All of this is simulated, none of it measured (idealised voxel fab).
This is a process module. Its name is voxel ribs on slabs.
Square cell edge 5 nm, section width 180 nm, ID cut.
Throughout this document, each cross-section is represented as a grid of square cells and is presented as a sequence of bands enumerated from the top downward, where a band comprises one or more rows of cells. First you get the band's top height and its bottom height, in nm, and then the materials it's made of, left to right, with each width in nm. If you see a single material with "edge to edge", that one covers the band edge to edge. "empty" is empty space. The reference from which all heights are counted is 0, the level beneath which the as-received wafer is entirely one material; the lowest band, having no lower bound, proceeds downward and is written after the example "0 down". Think of "30..40" as a width that walks from the first number to the second as you go down the band, top row to bottom row, taking equal-sized steps from row to row. Take "nothing got changed" at face value: in the step it is given for, the cross-section changed in none of its cells. "Cavities, sealed": empty spaces of 8 cells or more with no open way to the top, each given as width x height at distance, distance from the left edge, all in nm. On each step's line, the part that comes after the settings is the simulator's own comment on the step. The setting "overlay nm" may be written on the line of a step. When the step uses a mask, the value reports how far to the right of the planned place the mask lay, and a negative value reports that it lay to the left.
**Process steps - plan**
step 1: RECEIVE with material Si
step 2: DIRECTIONAL_DEP with material SiO2, thk nm 20
step 3: DIRECTIONAL_DEP with material SiN, thk nm 15
step 4: DIRECTIONAL_DEP with material aC, thk nm 15
step 5: PATTERN with tone cover, mask id RIB, material resist, width nm 20, thk nm 35, overlay nm 0
step 6: DIRECTIONAL_ETCH with etch materials aC, depth nm 15
step 7: STRIP with etch materials resist
step 8: DIRECTIONAL_ETCH with etch materials SiN, depth nm 5
step 9: STRIP with etch materials aC
step 10: DIRECTIONAL_DEP with material aC, thk nm 10
step 11: PATTERN with tone cover, mask id SLAB, material resist, width nm 60, thk nm 30, overlay nm 0
step 12: DIRECTIONAL_ETCH with etch materials aC, depth nm 10
step 13: STRIP with etch materials resist
step 14: DIRECTIONAL_ETCH with etch materials SiN, depth nm 10
step 15: STRIP with etch materials aC
step 16: FILL_DEP with material SiO2, thk nm 20
step 17: CMP with height nm 50
step 18: DIRECTIONAL_DEP with material TiN, thk nm 10
step 19: DIRECTIONAL_DEP with material aC, thk nm 15
step 20: PATTERN with tone cover, mask id HEATER, material resist, width nm 30, thk nm 35, overlay nm 0
step 21: DIRECTIONAL_ETCH with etch materials aC, depth nm 15
step 22: STRIP with etch materials resist
step 23: DIRECTIONAL_ETCH with etch materials TiN, depth nm 10
step 24: STRIP with etch materials aC
step 25: CONFORMAL_DEP with material SiO2, thk nm 10
**As received (post step 1): cross-section**
* 0 down  Si edge to edge
* Cavities, sealed: none
**a wafer at the end: this start, this plan, one mistake**
* 70 to 60  empty 65  SiO2 50  empty 65
* 60 to 50  SiO2 75  TiN 30  SiO2 75
* 50 to 15  SiO2 edge to edge
* 15 to 0  SiN edge to edge
* 0 down  Si edge to edge
* Cavities, sealed: none
Error vs. plan: order of steps 2 and 3 inverted relative to the plan
